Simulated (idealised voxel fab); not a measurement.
Name of the process module below: voxel self aligned contacts
Square cell edge 5 nm, section width 240 nm, ID cut.
How to read a cross-section here: the picture is a grid of square cells, written as bands going from the top down, and any band can span one or more rows of cells.
This entry defines a band. It first specifies the height of the band's top and the height of its bottom in nm, and then specifies the band's materials from left to right, stating each material with its width in nm. The word "everywhere" identifies a single material that fills the band from edge to edge, while the word "air" identifies empty space.
The level at which height equals 0 is the one under which the wafer, as it arrives, is entirely one material. No lower edge exists for the bottom band, which continues downward and is notated as in "0..down".
Top row gets the first number, bottom row gets the second, and each row in between changes by the same step: that is how a band width like "30..40" works.
The cross-section has no changed cell in any step marked "no modifications".
The list in "Sealed cavities" covers empty spaces of 8 cells or more that cannot reach the top through any open way, and it gives each as width x height at distance; the distance is from the left edge, and width, height and distance are in nm.
Step line, after settings: the simulator's comment on this step.
overlay nm: on a step with a mask, how far right of its planned place the mask lay; negative means left.

### Listed below are the process steps as planned
1: RECEIVE | material Si
2: OXIDIZE | depth nm 5
3: DIRECTIONAL_DEP | material polySi | thk nm 30
4: DIRECTIONAL_DEP | material SiN | thk nm 15
5: MASKED_ETCH | tone cover | mask id GATE | width nm 30 | pitch nm 60 | etch materials SiN | depth nm 15 | overlay nm 0
6: MASKED_ETCH | tone cover | mask id GATE | width nm 30 | pitch nm 60 | etch materials polySi | depth nm 30 | overlay nm 0
7: CONFORMAL_DEP | material SiN | thk nm 5
8: DIRECTIONAL_ETCH | etch materials SiN | depth nm 5
9: FILL_DEP | material SiO2 | thk nm 20
10: CMP | height nm 55
11: DIRECTIONAL_DEP | material aC | thk nm 15
12: PATTERN | tone open | mask id CONTACT | material resist | width nm 40 | thk nm 30 | overlay nm 0
13: DIRECTIONAL_ETCH | etch materials aC | depth nm 15
14: STRIP | etch materials resist
15: DIRECTIONAL_ETCH | etch materials SiO2 | depth nm 60
16: STRIP | etch materials aC
17: CONFORMAL_DEP | material TiN | thk nm 5
18: FILL_DEP | material Ru | thk nm 5
19: CMP | height nm 55
20: CONFORMAL_DEP | material SiCN | thk nm 5

### Cross-section of the wafer upon arrival, representing the state reached after step 1
* 0..down: Si everywhere
* Sealed cavities: none

### First of two wafers, end-of-module section, run followed plan
* 60..55: SiCN everywhere
* 55..45: SiO2 100 nm / TiN 5..15 nm / Ru 30..10 nm / TiN 5..15 nm / SiO2 100 nm
* 45..30: SiO2 70 nm / SiN 40 nm / TiN 5 nm / Ru 10 nm / TiN 5 nm / SiN 40 nm / SiO2 70 nm
* 30..0: SiO2 70 nm / SiN 5 nm / polySi 30 nm / SiN 5 nm / TiN 5 nm / Ru 10 nm / TiN 5 nm / SiN 5 nm / polySi 30 nm / SiN 5 nm / SiO2 70 nm
* 0..-5: SiO2 110 nm / TiN 20 nm / SiO2 110 nm
* -5..down: Si everywhere
* Sealed cavities: none

### Second wafer cross-section at end of module - shared start and plan with the first, one mistake in the run
* 60..55: SiCN everywhere
* 55..45: SiO2 100 nm / TiN 5..15 nm / Ru 30..10 nm / TiN 5..15 nm / SiO2 100 nm
* 45..30: SiO2 70 nm / SiN 40 nm / TiN 5 nm / Ru 10 nm / TiN 5 nm / SiN 40 nm / SiO2 70 nm
* 30..15: SiO2 70 nm / SiN 5 nm / polySi 30 nm / SiN 5 nm / TiN 5 nm / Ru 10 nm / TiN 5 nm / SiN 5 nm / polySi 30 nm / SiN 5 nm / SiO2 70 nm
* 15..10: SiO2 70 nm / SiN 5 nm / polySi 30 nm / SiN 5 nm / TiN 20 nm / SiN 5 nm / polySi 30 nm / SiN 5 nm / SiO2 70 nm
* 10..0: polySi everywhere
* 0..-5: SiO2 everywhere
* -5..down: Si everywhere
* Sealed cavities: none
Heads up, the wafer didn't run the way we planned it: rather than as planned, step 6 actually ran as MASKED_ETCH | tone cover | mask id GATE | width nm 30 | pitch nm 60 | etch materials polySi | depth nm 20 | overlay nm 0
Final cells, second wafer relative to first, materials higher or lower: Ru: 6 fewer, SiN: 8 fewer, SiO2: 52 fewer, TiN: 6 fewer, polySi: 72 more
